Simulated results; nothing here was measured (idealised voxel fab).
process module | voxel capacitor over wiring
cross-section cut | 190 nm wide | cells 5 nm
A cross-section is a grid of square cells, given in bands from the top down. A band is one or more rows of cells.
Each band's line starts with the height of the band's top and of its bottom, in nm. Then come its materials from left to right, each with its width in nm. One material with "throughout" fills the band from edge to edge. "air" is empty space.
Height 0 is the level under which the wafer as received is all one material. The lowest band goes on downwards, as in "0 down".
A width such as "30 to 40" changes by the same amount from each row of cells to the next, from the band's top row to its bottom row.
"no change" after a step means that no cell of the cross-section changed.
closed voids: empty space of 8 cells or more with no open way to the top, each as width x height at its distance from the left edge, in nm
after a step's settings: what the simulator itself notes on the step
overlay nm, on a step with a mask: how far to the right of its planned place the mask lay; to the left if negative
plan
1 op RECEIVE | material Si
2 op CONFORMAL_DEP | material SiO2 | thk nm 10
3 op DIRECTIONAL_DEP | material TiN | thk nm 5
4 op DIRECTIONAL_DEP | material W | thk nm 25
5 op DIRECTIONAL_DEP | material aC | thk nm 10
6 op PATTERN | tone cover | mask id METAL_1 | material resist | width nm 20 | pitch nm 75 | thk nm 30 | overlay nm 0
7 op DIRECTIONAL_ETCH | etch materials aC | depth nm 10
8 op STRIP | etch materials resist
9 op DIRECTIONAL_ETCH | etch materials W | depth nm 25
10 op DIRECTIONAL_ETCH | etch materials TiN | depth nm 5
11 op STRIP | etch materials aC
12 op FILL_DEP | material lowk | thk nm 10
13 op CMP | height nm 40
14 op CONFORMAL_DEP | material SiCN | thk nm 5
15 op DIRECTIONAL_DEP | material lowk | thk nm 15
16 op MASKED_ETCH | tone open | mask id PLUG_1 | width nm 15 | etch materials lowk | depth nm 15 | overlay nm 0
17 op MASKED_ETCH | tone open | mask id PLUG_1 | width nm 15 | etch materials SiCN | depth nm 5 | overlay nm 0
18 op CONFORMAL_DEP | material TiN | thk nm 5
19 op FILL_DEP | material Cu | thk nm 5
20 op CMP | height nm 60
21 op DIRECTIONAL_DEP | material TiN | thk nm 10
22 op DIRECTIONAL_DEP | material SiN | thk nm 5
23 op DIRECTIONAL_DEP | material TiN | thk nm 10
24 op PATTERN | tone cover | mask id UPPER_PLATE | material resist | width nm 60 | thk nm 15 | overlay nm 0
25 op DIRECTIONAL_ETCH | etch materials TiN | depth nm 10
26 op DIRECTIONAL_ETCH | etch materials SiN | depth nm 5
27 op STRIP | etch materials resist
28 op PATTERN | tone cover | mask id LOWER_PLATE | material resist | width nm 70 | thk nm 15 | overlay nm 0
29 op DIRECTIONAL_ETCH | etch materials TiN | depth nm 10
30 op STRIP | etch materials resist
31 op FILL_DEP | material SiO2 | thk nm 20
32 op CMP | height nm 100
33 op MASKED_ETCH | tone open | mask id PLUG_2 | width nm 15 | etch materials SiO2 | depth nm 15 | overlay nm 0
34 op CONFORMAL_DEP | material TiN | thk nm 5
35 op FILL_DEP | material Cu | thk nm 10
36 op CMP | height nm 100
37 op CONFORMAL_DEP | material SiCN | thk nm 5
as received, after step 1
  0 down: Si throughout
  closed voids: none
first wafer at the end, as planned
  105 to 100: SiCN throughout
  100 to 90: SiO2 60 | TiN 5 | Cu 5 | TiN 5 | SiO2 115
  90 to 85: SiO2 60 | TiN 15 | SiO2 115
  85 to 75: SiO2 50 | TiN 60 | SiO2 80
  75 to 70: SiO2 50 | SiN 60 | SiO2 80
  70 to 60: SiO2 45 | TiN 70 | SiO2 75
  60 to 45: lowk 50 | TiN 5 | Cu 5 | TiN 5 | lowk 125
  45 to 40: SiCN 50 | TiN 15 | SiCN 125
  40 to 15: lowk 45 | W 20 | lowk 55 | W 20 | lowk 50
  15 to 10: lowk 45 | TiN 20 | lowk 55 | TiN 20 | lowk 50
  10 to 0: SiO2 throughout
  0 down: Si throughout
  closed voids: none
second wafer at the end: like start, like plan, one mistake
  105 to 100: SiCN throughout
  100 to 90: SiO2 60 | TiN 5 | SiO2 5 | TiN 5 | SiO2 115
  90 to 85: SiO2 60 | TiN 15 | SiO2 115
  85 to 75: SiO2 50 | TiN 60 | SiO2 80
  75 to 70: SiO2 50 | SiN 60 | SiO2 80
  70 to 60: SiO2 45 | TiN 70 | SiO2 75
  60 to 45: lowk 50 | TiN 5 | Cu 5 | TiN 5 | lowk 125
  45 to 40: SiCN 50 | TiN 15 | SiCN 125
  40 to 15: lowk 45 | W 20 | lowk 55 | W 20 | lowk 50
  15 to 10: lowk 45 | TiN 20 | lowk 55 | TiN 20 | lowk 50
  10 to 0: SiO2 throughout
  0 down: Si throughout
  closed voids: none
what went wrong: step 35 ran as: op FILL_DEP | material SiO2 | thk nm 10
at the end the second wafer has, in cells: 2 fewer of Cu | 2 more of SiO2
